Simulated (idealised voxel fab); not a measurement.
Process module heading - voxel tone inversion
In the cross-section labelled cut, the width is 210 nm and each square cell is 5 nm.
Cross-section format: a grid of square cells, given as bands from top to bottom; each band is one or more rows of cells.
Heights first: top, then bottom, in nm. Then materials, left to right, each with a width in nm. "throughout" on a single material: fills the band edge to edge. "air": empty space.
Heights are reckoned from 0. Under this level, the received wafer is all of one material. The bottommost band is open-ended downward, for example "0 and below".
It should be noted that a width expressed as "30..40" varies in equal increments from row to row of cells within the band, taking the value of the first number at the top row and that of the second number at the bottom row.
Step marked "same as before"? Then no cell in the cross-section changed in it.
Empty spaces without an open route to the top, at least 8 cells in extent, make up the entry "Listed closed voids"; each is given as width x height at distance, where the distance is measured from the left edge, and all are in nm.
On a step's line, text after the settings is the simulator commenting on that step.
"overlay nm" on a masked step: distance the mask lay right of its planned place, negative for left.
### The planned process steps are enumerated hereunder
1) op RECEIVE | material Si
2) op CONFORMAL_DEP | material SiCN | thk nm 10
3) op DIRECTIONAL_DEP | material polySi | thk nm 15
4) op PATTERN | tone cover | mask id POSTS | material resist | width nm 15 | pitch nm 35 | thk nm 25 | overlay nm 0
5) op DIRECTIONAL_ETCH | etch materials polySi | depth nm 15
6) op STRIP | etch materials resist
7) op FILL_DEP | material lowk | thk nm 10
8) op CMP | height nm 25
9) op STRIP | etch materials polySi
10) op CONFORMAL_DEP | material TiN | thk nm 5
11) op FILL_DEP | material W | thk nm 5
12) op CMP | height nm 25
13) op CONFORMAL_DEP | material SiCN | thk nm 5
### Here's what the wafer looked like in cross-section when it arrived - that's after step 1
- 0 and below = Si throughout
- Listed closed voids: none
### End-of-module XS, first of two wafers, run as planned
- 30 down to 25 = SiCN throughout
- 25 down to 15 = lowk 80 nm | TiN 5 nm | W 5 nm | TiN 5 nm | lowk 20 nm | TiN 5 nm | W 5 nm | TiN 5 nm | lowk 80 nm
- 15 down to 10 = lowk 80 nm | TiN 15 nm | lowk 20 nm | TiN 15 nm | lowk 80 nm
- 10 down to 0 = SiCN throughout
- 0 and below = Si throughout
- Listed closed voids: none
### Here is the second of the two wafers cut open at the end of the module - same start, same plan as the first one, but we made one mistake running it
- 30 down to 25 = SiCN throughout
- 25 down to 20 = lowk 80 nm | TiN 5 nm | W 5 nm | TiN 5 nm | lowk 20 nm | TiN 5 nm | W 5 nm | TiN 5 nm | lowk 80 nm
- 20 down to 15 = lowk 80 nm | TiN 15 nm | lowk 20 nm | TiN 15 nm | lowk 80 nm
- 15 down to 0 = SiCN throughout
- 0 and below = Si throughout
- Listed closed voids: none
Against the plan, the run slipped here: in deviation from the planned setting, step 2 was conducted as op CONFORMAL_DEP | material SiCN | thk nm 15
Once processing is complete, comparing cell counts shows that the second wafer has more or fewer of certain materials than the first: 42 more of SiCN; 4 fewer of TiN; 2 fewer of W; 36 fewer of lowk
